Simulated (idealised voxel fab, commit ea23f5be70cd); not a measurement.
Module name: voxel ribs on slabs (process module)
For reference, the cross-section in this document is cut, with width 240 nm and square cells of 5 nm.
For the purposes of this document, a cross-section shall be understood as a grid of square cells, specified as bands listed in top-to-bottom order, each band consisting of one or more rows of cells. Heights first: top, then bottom, in nm. Then materials, left to right, each with a width in nm. "everywhere" on a single material: fills the band edge to edge. "air": empty space. Beneath 0, the wafer as received is one material, and that level is where height counting begins. The lowest band goes on downward without a bottom; it is written like "0 nm and below". Think of "30->40" as a width that walks from the first number to the second as you go down the band, top row to bottom row, taking equal-sized steps from row to row. No cell of the cross-section changed in a step that is given as "same as before". Basically, "Completely enclosed voids" tells you about the enclosed voids: empty spaces with no open way to the top, 8 cells or bigger, each written width x height at distance, where distance is from the left edge, all in nm. If you see something after the settings on a step's line, that's the simulator's own remark about that step. overlay nm: mask right of planned place by this much (step with mask). Neg. = left.
PLANNED PROCESS STEPS
- 1: RECEIVE (material Si)
- 2: DIRECTIONAL_DEP (material SiO2; thk nm 30)
- 3: DIRECTIONAL_DEP (material SiN; thk nm 25)
- 4: DIRECTIONAL_DEP (material aC; thk nm 10)
- 5: PATTERN (tone cover; mask id RIB; material resist; width nm 15; thk nm 25; overlay nm -15)
- 6: DIRECTIONAL_ETCH (etch materials aC; depth nm 10)
- 7: STRIP (etch materials resist)
- 8: DIRECTIONAL_ETCH (etch materials SiN; depth nm 15)
- 9: STRIP (etch materials aC)
- 10: DIRECTIONAL_DEP (material aC; thk nm 15)
- 11: PATTERN (tone cover; mask id SLAB; material resist; width nm 45; thk nm 35; overlay nm 0)
- 12: DIRECTIONAL_ETCH (etch materials aC; depth nm 15)
- 13: STRIP (etch materials resist)
- 14: DIRECTIONAL_ETCH (etch materials SiN; depth nm 10)
- 15: STRIP (etch materials aC)
- 16: FILL_DEP (material SiO2; thk nm 20)
- 17: CMP (height nm 65)
- 18: DIRECTIONAL_DEP (material W; thk nm 10)
- 19: DIRECTIONAL_DEP (material aC; thk nm 15)
- 20: PATTERN (tone cover; mask id HEATER; material resist; width nm 25; thk nm 30; overlay nm 0)
- 21: DIRECTIONAL_ETCH (etch materials aC; depth nm 15)
- 22: STRIP (etch materials resist)
- 23: DIRECTIONAL_ETCH (etch materials W; depth nm 10)
- 24: STRIP (etch materials aC)
- 25: CONFORMAL_DEP (material SiN; thk nm 5)
The wafers in this document start out alike and differ in the overlay nm applied at step 5; the plan shows the value used for the first wafer.
FIRST WAFER AS RECEIVED, AFTER STEP 1
	0 nm and below = Si everywhere
	Completely enclosed voids: none
CROSS-SECTIONAL REPRESENTATION OF THE FIRST OF SEVERAL WAFERS AT THE END OF THE MODULE, I.E. AFTER ITS TERMINAL STEP, STEP 25
	80 nm to 75 nm = 100 air; 35 SiN; 105 air
	75 nm to 70 nm = 100 air; 5 SiN; 25 W; 5 SiN; 105 air
	70 nm to 65 nm = 105 SiN; 25 W; 110 SiN
	65 nm to 55 nm = SiO2 everywhere
	55 nm to 40 nm = 95 SiO2; 15 SiN; 130 SiO2
	40 nm to 30 nm = 95 SiO2; 45 SiN; 100 SiO2
	30 nm to 0 nm = SiO2 everywhere
	0 nm and below = Si everywhere
	Completely enclosed voids: none
THE LAST WAFER AS SEEN IN CROSS-SECTION AT THE END OF THE MODULE
	80 nm to 75 nm = 100 air; 35 SiN; 105 air
	75 nm to 70 nm = 100 air; 5 SiN; 25 W; 5 SiN; 105 air
	70 nm to 65 nm = 105 SiN; 25 W; 110 SiN
	65 nm to 55 nm = SiO2 everywhere
	55 nm to 40 nm = 125 SiO2; 15 SiN; 100 SiO2
	40 nm to 30 nm = 95 SiO2; 45 SiN; 100 SiO2
	30 nm to 0 nm = SiO2 everywhere
	0 nm and below = Si everywhere
	Completely enclosed voids: none
THE TABLE BELOW HAS ONE ROW FOR EACH WAFER; A ROW SHOWS, AS OF THE END OF THE MODULE, HOW MANY CELLS OF EACH MATERIAL THE WAFER HAS GAINED, MARKED (+), OR LOST, MARKED (-), SINCE IT WAS RECEIVED, AND THEN THE WAFER'S CLOSED VOIDS
overlay nm -15 | +79 SiN | +597 SiO2 | +10 W | Completely enclosed voids: none
overlay nm -10 | +79 SiN | +597 SiO2 | +10 W | Completely enclosed voids: none
overlay nm -5 | +79 SiN | +597 SiO2 | +10 W | Completely enclosed voids: none
overlay nm 0 | +79 SiN | +597 SiO2 | +10 W | Completely enclosed voids: none
overlay nm 5 | +79 SiN | +597 SiO2 | +10 W | Completely enclosed voids: none
overlay nm 10 | +79 SiN | +597 SiO2 | +10 W | Completely enclosed voids: none
overlay nm 15 | +79 SiN | +597 SiO2 | +10 W | Completely enclosed voids: none
